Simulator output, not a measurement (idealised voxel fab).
process module | voxel spacer lines
cross-section cut | 235 nm wide | cells 5 nm
A cross-section is a grid of square cells, given in bands from the top down. A band is one or more rows of cells.
Each band's line starts with the height of the band's top and of its bottom, in nm. Then come its materials from left to right, each with its width in nm. One material with "throughout" fills the band from edge to edge. "air" is empty space.
Height 0 is the level under which the wafer as received is all one material. The lowest band goes on downwards, as in "0 down".
A width such as "30 to 40" changes by the same amount from each row of cells to the next, from the band's top row to its bottom row.
"no change" after a step means that no cell of the cross-section changed.
closed voids: empty space of 8 cells or more with no open way to the top, each as width x height at its distance from the left edge, in nm
after a step's settings: what the simulator itself notes on the step
overlay nm, on a step with a mask: how far to the right of its planned place the mask lay; to the left if negative
plan
1 op RECEIVE | material Si
2 op CONFORMAL_DEP | material SiO2 | thk nm 5
3 op DIRECTIONAL_DEP | material TiN | thk nm 20
4 op DIRECTIONAL_DEP | material aC | thk nm 20
5 op PATTERN | tone cover | mask id MANDREL | material resist | width nm 15 | pitch nm 60 | thk nm 25 | overlay nm 0
6 op DIRECTIONAL_ETCH | etch materials aC | depth nm 20
7 op STRIP | etch materials resist
8 op CONFORMAL_DEP | material SiN | thk nm 15
9 op DIRECTIONAL_ETCH | etch materials SiN | depth nm 15
10 op STRIP | etch materials aC
11 op DIRECTIONAL_ETCH | etch materials TiN | depth nm 20
12 op STRIP | etch materials SiN
13 op FILL_DEP | material SiO2 | thk nm 5
14 op CMP | height nm 25
as received, after step 1
  0 down: Si throughout
  closed voids: none
a wafer at the end: this start, this plan, one mistake
  25 to 20: SiO2 throughout
  20 to 0: SiO2 65 | TiN 15 | SiO2 15 | TiN 15 | SiO2 15 | TiN 15 | SiO2 15 | TiN 15 | SiO2 65
  0 down: Si throughout
  closed voids: none
what went wrong: step 2 was left out
